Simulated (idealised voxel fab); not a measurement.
Process module under the name voxel released beams
Cross-section cut: width 145 nm, square cells of 5 nm.
Just so we're on the same page, the cross-sections are grids of square cells, and they're listed out in bands top to bottom, each band one or more rows deep.
Per band: top height and bottom height in nm, followed by the left-to-right materials and their widths in nm; "throughout" marks a single material spanning edge to edge, "air" marks empty space.
We count height from 0. Below that, the starting wafer is all one material. The lowest band never ends at the bottom but goes on down; see "top 0, no bottom" for how that is written.
Width "30->40": first value at the band's top row of cells, second value at its bottom row, equal change from row to row.
Given "remained unchanged" for a step, no cell of the cross-section differs between before and after that step.
"Trapped cavities" - sealed voids, min. 8 cells, no opening to top; format: width x height at distance (distance from left edge; nm throughout).
Step line, after settings: the simulator's comment on this step.
Steps that use a mask can have "overlay nm" on their line. It says how far the mask sat to the right of where it was meant to be. Negative means to the left.

The process steps that were planned are listed below:
1,RECEIVE [material Si]
2,CONFORMAL_DEP [material Al2O3] [thk nm 5]
3,DIRECTIONAL_DEP [material SiO2] [thk nm 20]
4,MASKED_ETCH [tone open] [mask id ANCHOR] [width nm 45] [etch materials SiO2] [depth nm 20] [overlay nm 0]
5,CONFORMAL_DEP [material polySi] [thk nm 15]
6,MASKED_ETCH [tone cover] [mask id BEAM] [width nm 90] [etch materials polySi] [depth nm 15] [overlay nm 0]
7,STRIP [etch materials SiO2]

The first wafer of two, processed as planned:

Incoming wafer, cross-sectional view, post step 1:
> top 0, no bottom | Si throughout
> Trapped cavities: none

Cross-section: wafer state after step 2:
> top 5, bottom 0 | Al2O3 throughout
> No changes below 0.

Cross-section: wafer state after step 3:
> top 25, bottom 5 | SiO2 throughout
> No changes below 5.

Cross-section: wafer state after step 4:
> top 25, bottom 5 | SiO2 (30) / air (45) / SiO2 (70)
> No changes below 5.

Cross-section: wafer state after step 5:
> top 40, bottom 25 | polySi (45) / air (15) / polySi (85)
> top 25, bottom 20 | SiO2 (30) / polySi (15) / air (15) / polySi (15) / SiO2 (70)
> top 20, bottom 5 | SiO2 (30) / polySi (45) / SiO2 (70)
> No changes below 5.

Cross-section: wafer state after step 6:
> top 40, bottom 25 | air (25) / polySi (20) / air (15) / polySi (55) / air (30)
> No changes below 25.

Cross-section: wafer state after step 7:
> top 40, bottom 25 | air (25) / polySi (20) / air (15) / polySi (55) / air (30)
> top 25, bottom 20 | air (30) / polySi (15) / air (15) / polySi (15) / air (70)
> top 20, bottom 5 | air (30) / polySi (45) / air (70)
> No changes below 5.

The second wafer: identical to the first at the outset and in its planned sequence, differing only in that one mistake was made during processing; up to and including step 2, its path is the first wafer's path:

Cross-section of the second wafer when, according to plan, step 3 should have finished: remained unchanged

Cross-section of the second wafer when, according to plan, step 4 should have finished: remained unchanged

Cross-section of the second wafer when, according to plan, step 5 should have finished:
> top 20, bottom 5 | polySi throughout
> No changes below 5.

Cross-section of the second wafer when, according to plan, step 6 should have finished:
> top 20, bottom 5 | air (25) / polySi (90) / air (30)
> No changes below 5.

Cross-section of the second wafer when, according to plan, step 7 should have finished: remained unchanged
Short version of what went wrong: step 3 of the plan never got run, it was skipped over
Final difference in cells, second wafer against first, listed per material as more or fewer: 24 fewer of polySi
